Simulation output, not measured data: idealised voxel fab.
Module name: voxel local oxidation (process module)
Displayed cross-section: cut, width of 240 nm, square cells sized 5 nm.
A cross-section is written here as square cells arranged in a grid, and it is given in bands from the top down, each band taking up one or more rows of cells.
A band entry consists of two parts. The first gives the height of the band's top and the height of its bottom, in nm. The rest lists the band's materials from left to right, each with its width in nm. A single material labelled with the word "throughout" fills the band from edge to edge, and the word "air" marks empty space.
Convention: height 0 is the level below which the wafer, as received, is all one material. The lowest band does not terminate at the bottom but continues downward, represented as "from 0 down".
The two numbers in a width such as "30 to 40" mark its ends across the band: the first belongs to the top row of cells, the second to the bottom row, and from each row to the next the width moves by the same amount.
Where the words "stayed the same" appear for a step, the cross-section shows no cell changed by that step; every cell remained as before.
Enclosed voids (no open way to top), threshold 8 cells or more, entry "Fully sealed cavities", notation width x height at distance, distance from left edge, nm.
Step line, after settings: the simulator's comment on this step.
"overlay nm", when on a step's line for a step with a mask, measures how far to the right of its planned place the mask lay; a negative measure means to the left.

### plan
1) RECEIVE, material Si
2) OXIDIZE, depth nm 5
3) CONFORMAL_DEP, material SiN, thk nm 10
4) DIRECTIONAL_DEP, material aC, thk nm 15
5) PATTERN, tone cover, mask id ACTIVE, material resist, width nm 100, thk nm 35, overlay nm 0
6) DIRECTIONAL_ETCH, etch materials aC, depth nm 15
7) STRIP, etch materials resist
8) DIRECTIONAL_ETCH, etch materials SiN, depth nm 10
9) STRIP, etch materials aC
10) SELECTIVE_ETCH, etch materials SiO2, depth nm 5
11) OXIDIZE, depth nm 15
12) STRIP, etch materials SiN

### Shown in cross-section is the wafer as received, that is, as it stands after step 1
* from 0 down  Si throughout
* Fully sealed cavities: none

### The first of the two wafers as seen in cross-section once the module was finished; processing followed the plan
* from 0 to -5  75 nm air  90 nm SiO2  75 nm air
* from -5 to -20  90 nm SiO2  60 nm Si  90 nm SiO2
* from -20 down  Si throughout
* Fully sealed cavities: none

### End of module, second wafer, cross-section. Started like the first, planned like the first, run with one mistake
* from 0 to -5  65 nm SiO2  110 nm air  65 nm SiO2
* from -5 to -20  50 nm Si  140 nm SiO2  50 nm Si
* from -20 down  Si throughout
* Fully sealed cavities: none
Misprocessing identified: rather than as planned, step 5 actually ran as PATTERN, tone open, mask id ACTIVE, material resist, width nm 100, thk nm 35, overlay nm 0
Per the end-of-run cell counts, the second wafer holds more or fewer of some materials than the first: Si +24 | SiO2 -16
